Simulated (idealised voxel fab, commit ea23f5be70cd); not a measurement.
Name of the process module below: voxel gate over fins
Cross-section cut: width 195 nm, square cells of 5 nm.
How to read a cross-section here: the picture is a grid of square cells, written as bands going from the top down, and any band can span one or more rows of cells.
Band entry format. Leading values: height of top, height of bottom, nm. Remainder: materials in left-to-right order, each with its width in nm. Special words: "edge to edge" on a single material, which then fills the band edge to edge; "empty", empty space.
Height reference: 0 = level under which incoming wafer is all one material. Lowest band: no bottom, runs on downward, e.g. "0 down".
Quick explanation for "30..40": the width changes in equal steps down the rows of cells, from the first number in the band's top row to the second number in its bottom row.
What does "everything unchanged" mean for a step? It means no cell of the cross-section changed in that step.
What "Closed cavities" gives you is every empty space of 8 cells or more that is cut off from the top. Each appears as width x height at distance, with the distance taken from the left edge and width, height and distance all in nm.
Post-settings text on a step line: simulator's own remark regarding the step.
A step's line can hold "overlay nm"; with a mask on that step, the setting says how far right of the planned place the mask lay, while a negative setting says it lay to the left.

Set out below are the planned steps of the process
1 RECEIVE, material Si
2 CONFORMAL_DEP, material SiN, thk nm 5
3 PATTERN, tone cover, mask id FINS, material resist, width nm 15, pitch nm 45, thk nm 20, overlay nm 0
4 DIRECTIONAL_ETCH, etch materials SiN, depth nm 5
5 DIRECTIONAL_ETCH, etch materials Si, depth nm 30
6 STRIP, etch materials resist
7 OXIDIZE, depth nm 5
8 FILL_DEP, material SiO2, thk nm 5
9 CMP, height nm 5
10 SELECTIVE_ETCH, etch materials SiO2, depth nm 20
11 STRIP, etch materials SiN
12 CONFORMAL_DEP, material HfO2, thk nm 5
13 CONFORMAL_DEP, material TiN, thk nm 5
14 FILL_DEP, material W, thk nm 10
15 CMP, height nm 15
16 CONFORMAL_DEP, material SiN, thk nm 10

Cross-section: wafer on arrival = after step 1
- 0 down | Si edge to edge
- Closed cavities: none

The module was run from the start shown above using the plan shown above, but one mistake was made doing it; the resulting wafer cross-section is below
- 25 to 15 | SiN edge to edge
- 15 to 10 | W edge to edge
- 10 to 5 | 20 W, then 25 TiN, then 20 W, then 25 TiN, then 20 W, then 25 TiN, then 20 W, then 25 TiN, then 15 W
- 5 to 0 | 20 W, then 5 TiN, then 15 HfO2, then 5 TiN, then 20 W, then 5 TiN, then 15 HfO2, then 5 TiN, then 20 W, then 5 TiN, then 15 HfO2, then 5 TiN, then 20 W, then 5 TiN, then 15 HfO2, then 5 TiN, then 15 W
- 0 to -5 | 20 W, then 5 TiN, then 5 HfO2, then 5 Si, then 5 HfO2, then 5 TiN, then 20 W, then 5 TiN, then 5 HfO2, then 5 Si, then 5 HfO2, then 5 TiN, then 20 W, then 5 TiN, then 5 HfO2, then 5 Si, then 5 HfO2, then 5 TiN, then 20 W, then 5 TiN, then 5 HfO2, then 5 Si, then 5 HfO2, then 5 TiN, then 15 W
- -5 to -10 | 25 TiN, then 5 HfO2, then 5 Si, then 5 HfO2, then 30 TiN, then 5 HfO2, then 5 Si, then 5 HfO2, then 30 TiN, then 5 HfO2, then 5 Si, then 5 HfO2, then 30 TiN, then 5 HfO2, then 5 Si, then 5 HfO2, then 20 TiN
- -10 to -15 | 30 HfO2, then 5 Si, then 40 HfO2, then 5 Si, then 40 HfO2, then 5 Si, then 40 HfO2, then 5 Si, then 25 HfO2
- -15 to -35 | 30 SiO2, then 5 Si, then 40 SiO2, then 5 Si, then 40 SiO2, then 5 Si, then 40 SiO2, then 5 Si, then 25 SiO2
- -35 down | Si edge to edge
- Closed cavities: none
The plan and the run diverged here: the process deviated at step 3: the operation and settings actually run there were PATTERN, tone cover, mask id FINS, material resist, width nm 15, pitch nm 45, thk nm 20, overlay nm 5
